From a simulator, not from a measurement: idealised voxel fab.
Presented below is a process module, voxel gate over fins.
Square cell edge 5 nm, section width 265 nm, ID cut.
If you're reading a cross-section in this doc, picture square cells in a grid; it comes to you as bands, top ones listed first down to the bottom, and a band can be one or more rows of cells.
Band entry format. Leading values: height of top, height of bottom, nm. Remainder: materials in left-to-right order, each with its width in nm. Special words: "everywhere" on a single material, which then fills the band edge to edge; "air", empty space.
Measure heights from 0. That's the level where, below it, the as-received wafer is all one material. The lowest band is bottomless and extends downward; write it as in "top 0, no bottom".
It should be noted that a width expressed as "30..40" varies in equal increments from row to row of cells within the band, taking the value of the first number at the top row and that of the second number at the bottom row.
Any step labelled "remained the same" changed none of the cells in the cross-section.
The label "Enclosed empty spaces" introduces a list of the empty spaces, 8 cells or larger, that have no open way up to the top; each entry in it reads width x height at distance, where the distance is taken from the left edge and all three are stated in nm.
It should be noted that, on the line of a given step, the content following the step's settings is a remark produced by the simulator itself with respect to that step.
overlay nm: how far to the right of its planned place the mask lay on this masked step (negative: to the left).

### The following list gives the planned process steps
1: op RECEIVE | material Si
2: op CONFORMAL_DEP | material SiN | thk nm 10
3: op DIRECTIONAL_DEP | material aC | thk nm 10
4: op PATTERN | tone cover | mask id FINS | material resist | width nm 15 | pitch nm 50 | thk nm 30 | overlay nm 0
5: op DIRECTIONAL_ETCH | etch materials aC | depth nm 10
6: op STRIP | etch materials resist
7: op DIRECTIONAL_ETCH | etch materials SiN | depth nm 10
8: op DIRECTIONAL_ETCH | etch materials Si | depth nm 30
9: op STRIP | etch materials aC
10: op FILL_DEP | material SiO2 | thk nm 10
11: op CMP | height nm 10
12: op PATTERN | tone open | mask id RAIL | material resist | width nm 15 | thk nm 20 | overlay nm 0
13: op DIRECTIONAL_ETCH | etch materials SiO2 | depth nm 35
14: op STRIP | etch materials resist
15: op CONFORMAL_DEP | material TiN | thk nm 5
16: op FILL_DEP | material W | thk nm 10
17: op CMP | height nm 10
18: op SELECTIVE_ETCH | etch materials W Ru TiN | depth nm 25
19: op FILL_DEP | material SiO2 | thk nm 5
20: op CMP | height nm 10
21: op SELECTIVE_ETCH | etch materials SiO2 | depth nm 20
22: op STRIP | etch materials SiN
23: op CONFORMAL_DEP | material HfO2 | thk nm 5
24: op CONFORMAL_DEP | material TiN | thk nm 5
25: op FILL_DEP | material W | thk nm 15
26: op CMP | height nm 20
27: op CONFORMAL_DEP | material SiCN | thk nm 5

### Account of the first of two wafers, which was processed as intended

### Cross-sectional view of the wafer in its as-received condition, corresponding to the state after step 1
top 0, no bottom: Si everywhere
Enclosed empty spaces: none

### Sectional view: wafer, after step 2
top 10, bottom 0: SiN everywhere
Nothing below the height 0 has changed.

### Sectional view: wafer, after step 3
top 20, bottom 10: aC everywhere
Nothing below the height 10 has changed.

### Sectional view: wafer, after step 4
top 50, bottom 20: 100 air, 15 resist, 35 air, 15 resist, 100 air
Nothing below the height 20 has changed.

### Sectional view: wafer, after step 5
top 40, bottom 20: 100 air, 15 resist, 35 air, 15 resist, 100 air
top 20, bottom 10: 100 air, 15 aC, 35 air, 15 aC, 100 air
Nothing below the height 10 has changed.

### Sectional view: wafer, after step 6
top 20, bottom 10: 100 air, 15 aC, 35 air, 15 aC, 100 air
Nothing below the height 10 has changed.

### Sectional view: wafer, after step 7
top 20, bottom 10: 100 air, 15 aC, 35 air, 15 aC, 100 air
top 10, bottom 0: 100 air, 15 SiN, 35 air, 15 SiN, 100 air
Nothing below the height 0 has changed.

### Sectional view: wafer, after step 8
top 20, bottom 10: 100 air, 15 aC, 35 air, 15 aC, 100 air
top 10, bottom 0: 100 air, 15 SiN, 35 air, 15 SiN, 100 air
top 0, bottom -30: 100 air, 15 Si, 35 air, 15 Si, 100 air
Nothing below the height -30 has changed.

### Sectional view: wafer, after step 9
top 10, bottom 0: 100 air, 15 SiN, 35 air, 15 SiN, 100 air
Nothing below the height 0 has changed.

### Sectional view: wafer, after step 10
top 20, bottom 10: SiO2 everywhere
top 10, bottom 0: 100 SiO2, 15 SiN, 35 SiO2, 15 SiN, 100 SiO2
top 0, bottom -30: 100 SiO2, 15 Si, 35 SiO2, 15 Si, 100 SiO2
Nothing below the height -30 has changed.

### Sectional view: wafer, after step 11
top 10, bottom 0: 100 SiO2, 15 SiN, 35 SiO2, 15 SiN, 100 SiO2
Nothing below the height 0 has changed.

### Sectional view: wafer, after step 12
top 30, bottom 10: 125 resist, 15 air, 125 resist
Nothing below the height 10 has changed.

### Sectional view: wafer, after step 13
top 30, bottom 10: 125 resist, 15 air, 125 resist
top 10, bottom 0: 100 SiO2, 15 SiN, 10 SiO2, 15 air, 10 SiO2, 15 SiN, 100 SiO2
top 0, bottom -25: 100 SiO2, 15 Si, 10 SiO2, 15 air, 10 SiO2, 15 Si, 100 SiO2
Nothing below the height -25 has changed.

### Sectional view: wafer, after step 14
top 10, bottom 0: 100 SiO2, 15 SiN, 10 SiO2, 15 air, 10 SiO2, 15 SiN, 100 SiO2
Nothing below the height 0 has changed.

### Sectional view: wafer, after step 15
top 15, bottom 10: 130 TiN, 5 air, 130 TiN
top 10, bottom 0: 100 SiO2, 15 SiN, 10 SiO2, 5 TiN, 5 air, 5 TiN, 10 SiO2, 15 SiN, 100 SiO2
top 0, bottom -20: 100 SiO2, 15 Si, 10 SiO2, 5 TiN, 5 air, 5 TiN, 10 SiO2, 15 Si, 100 SiO2
top -20, bottom -25: 100 SiO2, 15 Si, 10 SiO2, 15 TiN, 10 SiO2, 15 Si, 100 SiO2
Nothing below the height -25 has changed.

### Sectional view: wafer, after step 16
top 25, bottom 15: W everywhere
top 15, bottom 10: 130 TiN, 5 W, 130 TiN
top 10, bottom 0: 100 SiO2, 15 SiN, 10 SiO2, 5 TiN, 5 W, 5 TiN, 10 SiO2, 15 SiN, 100 SiO2
top 0, bottom -20: 100 SiO2, 15 Si, 10 SiO2, 5 TiN, 5 W, 5 TiN, 10 SiO2, 15 Si, 100 SiO2
Nothing below the height -20 has changed.

### Sectional view: wafer, after step 17
top 10, bottom 0: 100 SiO2, 15 SiN, 10 SiO2, 5 TiN, 5 W, 5 TiN, 10 SiO2, 15 SiN, 100 SiO2
Nothing below the height 0 has changed.

### Sectional view: wafer, after step 18
top 10, bottom 0: 100 SiO2, 15 SiN, 10 SiO2, 15 air, 10 SiO2, 15 SiN, 100 SiO2
top 0, bottom -15: 100 SiO2, 15 Si, 10 SiO2, 15 air, 10 SiO2, 15 Si, 100 SiO2
Nothing below the height -15 has changed.

### Sectional view: wafer, after step 19
top 15, bottom 10: SiO2 everywhere
top 10, bottom 0: 100 SiO2, 15 SiN, 35 SiO2, 15 SiN, 100 SiO2
top 0, bottom -15: 100 SiO2, 15 Si, 35 SiO2, 15 Si, 100 SiO2
Nothing below the height -15 has changed.

### Sectional view: wafer, after step 20
top 10, bottom 0: 100 SiO2, 15 SiN, 35 SiO2, 15 SiN, 100 SiO2
Nothing below the height 0 has changed.

### Sectional view: wafer, after step 21
top 10, bottom 0: 100 air, 15 SiN, 35 air, 15 SiN, 100 air
top 0, bottom -10: 100 air, 15 Si, 35 air, 15 Si, 100 air
Nothing below the height -10 has changed.

### Sectional view: wafer, after step 22
top 0, bottom -10: 100 air, 15 Si, 35 air, 15 Si, 100 air
Nothing below the height -10 has changed.

### Sectional view: wafer, after step 23
top 5, bottom 0: 95 air, 25 HfO2, 25 air, 25 HfO2, 95 air
top 0, bottom -5: 95 air, 5 HfO2, 15 Si, 5 HfO2, 25 air, 5 HfO2, 15 Si, 5 HfO2, 95 air
top -5, bottom -10: 100 HfO2, 15 Si, 35 HfO2, 15 Si, 100 HfO2
Nothing below the height -10 has changed.

### Sectional view: wafer, after step 24
top 10, bottom 5: 90 air, 35 TiN, 15 air, 35 TiN, 90 air
top 5, bottom 0: 90 air, 5 TiN, 25 HfO2, 5 TiN, 15 air, 5 TiN, 25 HfO2, 5 TiN, 90 air
top 0, bottom -5: 95 TiN, 5 HfO2, 15 Si, 5 HfO2, 25 TiN, 5 HfO2, 15 Si, 5 HfO2, 95 TiN
Nothing below the height -5 has changed.

### Sectional view: wafer, after step 25
top 25, bottom 10: W everywhere
top 10, bottom 5: 90 W, 35 TiN, 15 W, 35 TiN, 90 W
top 5, bottom 0: 90 W, 5 TiN, 25 HfO2, 5 TiN, 15 W, 5 TiN, 25 HfO2, 5 TiN, 90 W
Nothing below the height 0 has changed.

### Sectional view: wafer, after step 26
top 20, bottom 10: W everywhere
Nothing below the height 10 has changed.

### Sectional view: wafer, after step 27
top 25, bottom 20: SiCN everywhere
Nothing below the height 20 has changed.

### Wafer two of two - same starting point, same process plan, one mistake in execution; matches wafer one up to and including step 22

### when step 23 should have ended
top 5, bottom 0: 95 air, 25 TiN, 25 air, 25 TiN, 95 air
top 0, bottom -5: 95 air, 5 TiN, 15 Si, 5 TiN, 25 air, 5 TiN, 15 Si, 5 TiN, 95 air
top -5, bottom -10: 100 TiN, 15 Si, 35 TiN, 15 Si, 100 TiN
Nothing below the height -10 has changed.

### when step 24 should have ended
top 10, bottom 0: 90 air, 35 TiN, 15 air, 35 TiN, 90 air
top 0, bottom -10: 100 TiN, 15 Si, 35 TiN, 15 Si, 100 TiN
Nothing below the height -10 has changed.

### when step 25 should have ended
top 25, bottom 10: W everywhere
top 10, bottom 0: 90 W, 35 TiN, 15 W, 35 TiN, 90 W
Nothing below the height 0 has changed.

### when step 26 should have ended
top 20, bottom 10: W everywhere
Nothing below the height 10 has changed.

### when step 27 should have ended
top 25, bottom 20: SiCN everywhere
Nothing below the height 20 has changed.
Want to know what went wrong? step 23 ran differently from the plan; actual operation with settings: op CONFORMAL_DEP | material TiN | thk nm 5
Upon completion, the second wafer contains, in terms of cells, a greater or smaller amount of certain materials than the first wafer: -61 HfO2; +61 TiN
